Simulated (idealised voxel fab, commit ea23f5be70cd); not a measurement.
Herein follows the process module entitled voxel tone inversion.
The cross-section on display is named cut; it measures 250 nm wide, and its cells are 5 nm squares.
Think of the cross-section as a grid of square cells. We describe it in bands, top to bottom, and each band covers one or more rows of those cells. A band entry consists of two parts. The first gives the height of the band's top and the height of its bottom, in nm. The rest lists the band's materials from left to right, each with its width in nm. A single material labelled with the word "throughout" fills the band from edge to edge, and the word "air" marks empty space. Heights are reckoned from 0. Under this level, the received wafer is all of one material. The bottommost band is open-ended downward, for example "0 nm and below". Quick explanation for "30 to 40": the width changes in equal steps down the rows of cells, from the first number in the band's top row to the second number in its bottom row. What does "changes: none" mean for a step? It means no cell of the cross-section changed in that step. "Enclosed cavities" enumerates empty spaces isolated from the top, with no open way to it, that contain at least 8 cells, giving each as width x height at distance from the left edge, all three in nm. That trailing text on a step's line, after the settings, is the simulator's own remark on the step. overlay nm: where the mask lay relative to plan, measured to the right, on steps with a mask; negatives go left.
Process steps foreseen in the plan
1: RECEIVE, material Si
2: CONFORMAL_DEP, material SiN, thk nm 5
3: DIRECTIONAL_DEP, material polySi, thk nm 25
4: PATTERN, tone cover, mask id POSTS, material resist, width nm 20, pitch nm 35, thk nm 30, overlay nm 0
5: DIRECTIONAL_ETCH, etch materials polySi, depth nm 25
6: STRIP, etch materials resist
7: FILL_DEP, material SiO2, thk nm 5
8: CMP, height nm 30
9: STRIP, etch materials polySi
First of two wafers, with the run carried out as planned
as received, after step 1
- 0 nm and below: Si throughout
- Enclosed cavities: none
Cross-section through the wafer, step 2 finished
- 5 nm to 0 nm: SiN throughout
- Under 0: no change, same as before.
Cross-section through the wafer, step 3 finished
- 30 nm to 5 nm: polySi throughout
- Under 5: no change, same as before.
Cross-section through the wafer, step 4 finished
- 60 nm to 30 nm: air (95), resist (20), air (15), resist (20), air (100)
- Under 30: no change, same as before.
Cross-section through the wafer, step 5 finished
- 60 nm to 30 nm: air (95), resist (20), air (15), resist (20), air (100)
- 30 nm to 5 nm: air (95), polySi (20), air (15), polySi (20), air (100)
- Under 5: no change, same as before.
Cross-section through the wafer, step 6 finished
- 30 nm to 5 nm: air (95), polySi (20), air (15), polySi (20), air (100)
- Under 5: no change, same as before.
Cross-section through the wafer, step 7 finished
- 35 nm to 30 nm: SiO2 throughout
- 30 nm to 5 nm: SiO2 (95), polySi (20), SiO2 (15), polySi (20), SiO2 (100)
- Under 5: no change, same as before.
Cross-section through the wafer, step 8 finished
- 30 nm to 5 nm: SiO2 (95), polySi (20), SiO2 (15), polySi (20), SiO2 (100)
- Under 5: no change, same as before.
Cross-section through the wafer, step 9 finished
- 30 nm to 5 nm: SiO2 (95), air (20), SiO2 (15), air (20), SiO2 (100)
- Under 5: no change, same as before.
Second Wafer (Identical Start and Plan, One Processing Error; Matches First Wafer Through Step 5)
Cross-sectional representation of the second wafer at the time designated in the plan for the completion of step 6
- 30 nm to 5 nm: air (95), polySi (20), air (15), polySi (20), air (100)
- Under 5: no change, same as before.
Cross-sectional representation of the second wafer at the time designated in the plan for the completion of step 7
- 35 nm to 30 nm: SiO2 throughout
- 30 nm to 5 nm: SiO2 (95), polySi (20), SiO2 (15), polySi (20), SiO2 (100)
- Under 5: no change, same as before.
Cross-sectional representation of the second wafer at the time designated in the plan for the completion of step 8
- 30 nm to 5 nm: SiO2 (95), polySi (20), SiO2 (15), polySi (20), SiO2 (100)
- Under 5: no change, same as before.
Cross-sectional representation of the second wafer at the time designated in the plan for the completion of step 9
- 30 nm to 5 nm: SiO2 (95), air (20), SiO2 (15), air (20), SiO2 (100)
- Under 5: no change, same as before.
Finding, execution versus plan: execution of plan step 6 occurred twice
Honestly, by the end the two wafers have the same cross-section, so the mistake just doesn't show up in what this model computes.
